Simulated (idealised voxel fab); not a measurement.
process module | voxel gate over fins
cross-section cut | 300 nm wide | cells 5 nm
A cross-section is a grid of square cells, given in bands from the top down. A band is one or more rows of cells.
Each band's line starts with the height of the band's top and of its bottom, in nm. Then come its materials from left to right, each with its width in nm. One material with "throughout" fills the band from edge to edge. "air" is empty space.
Height 0 is the level under which the wafer as received is all one material. The lowest band goes on downwards, as in "0 down".
A width such as "30 to 40" changes by the same amount from each row of cells to the next, from the band's top row to its bottom row.
"no change" after a step means that no cell of the cross-section changed.
closed voids: empty space of 8 cells or more with no open way to the top, each as width x height at its distance from the left edge, in nm
after a step's settings: what the simulator itself notes on the step
overlay nm, on a step with a mask: how far to the right of its planned place the mask lay; to the left if negative
plan
1 op RECEIVE | material Si
2 op CONFORMAL_DEP | material SiN | thk nm 5
3 op MASKED_ETCH | tone cover | mask id FINS | width nm 15 | pitch nm 55 | etch materials SiN | depth nm 5 | overlay nm 0
4 op MASKED_ETCH | tone cover | mask id FINS | width nm 15 | pitch nm 55 | etch materials Si | depth nm 40 | overlay nm 0
5 op OXIDIZE | depth nm 5
6 op FILL_DEP | material SiO2 | thk nm 10
7 op CMP | height nm 5
8 op DIRECTIONAL_DEP | material aC | thk nm 10
9 op PATTERN | tone open | mask id RAIL | material resist | width nm 15 | thk nm 25 | overlay nm 0
10 op DIRECTIONAL_ETCH | etch materials aC | depth nm 10
11 op STRIP | etch materials resist
12 op DIRECTIONAL_ETCH | etch materials SiO2 | depth nm 40
13 op STRIP | etch materials aC
14 op CONFORMAL_DEP | material TiN | thk nm 5
15 op FILL_DEP | material W | thk nm 10
16 op CMP | height nm 5
17 op SELECTIVE_ETCH | etch materials W Ru TiN | depth nm 25
18 op FILL_DEP | material SiO2 | thk nm 5
19 op CMP | height nm 5
20 op SELECTIVE_ETCH | etch materials SiO2 | depth nm 15
21 op STRIP | etch materials SiN
22 op CONFORMAL_DEP | material HfO2 | thk nm 5
23 op CONFORMAL_DEP | material TiN | thk nm 5
24 op CONFORMAL_DEP | material TiAl | thk nm 5
25 op CONFORMAL_DEP | material TiN | thk nm 5
26 op FILL_DEP | material W | thk nm 15
27 op CMP | height nm 30
28 op CONFORMAL_DEP | material SiN | thk nm 5
as received, after step 1
  0 down: Si throughout
  closed voids: none
a wafer at the end: this start, this plan, one mistake
  35 to 30: SiN throughout
  30 to 20: W throughout
  20 to 15: TiN throughout
  15 to 10: TiAl throughout
  10 to 5: TiN 65 | TiAl 5 | TiN 50 | TiAl 5 | TiN 50 | TiAl 5 | TiN 50 | TiAl 5 | TiN 65
  5 to 0: HfO2 60 | TiN 15 | HfO2 40 | TiN 15 | HfO2 40 | TiN 15 | HfO2 40 | TiN 15 | HfO2 60
  0 to -5: Si 55 | HfO2 25 | Si 30 | HfO2 25 | Si 30 | HfO2 25 | Si 30 | HfO2 25 | Si 55
  -5 down: Si throughout
  closed voids: none
what went wrong: step 3 ran as: op MASKED_ETCH | tone open | mask id FINS | width nm 15 | pitch nm 55 | etch materials SiN | depth nm 5 | overlay nm 0
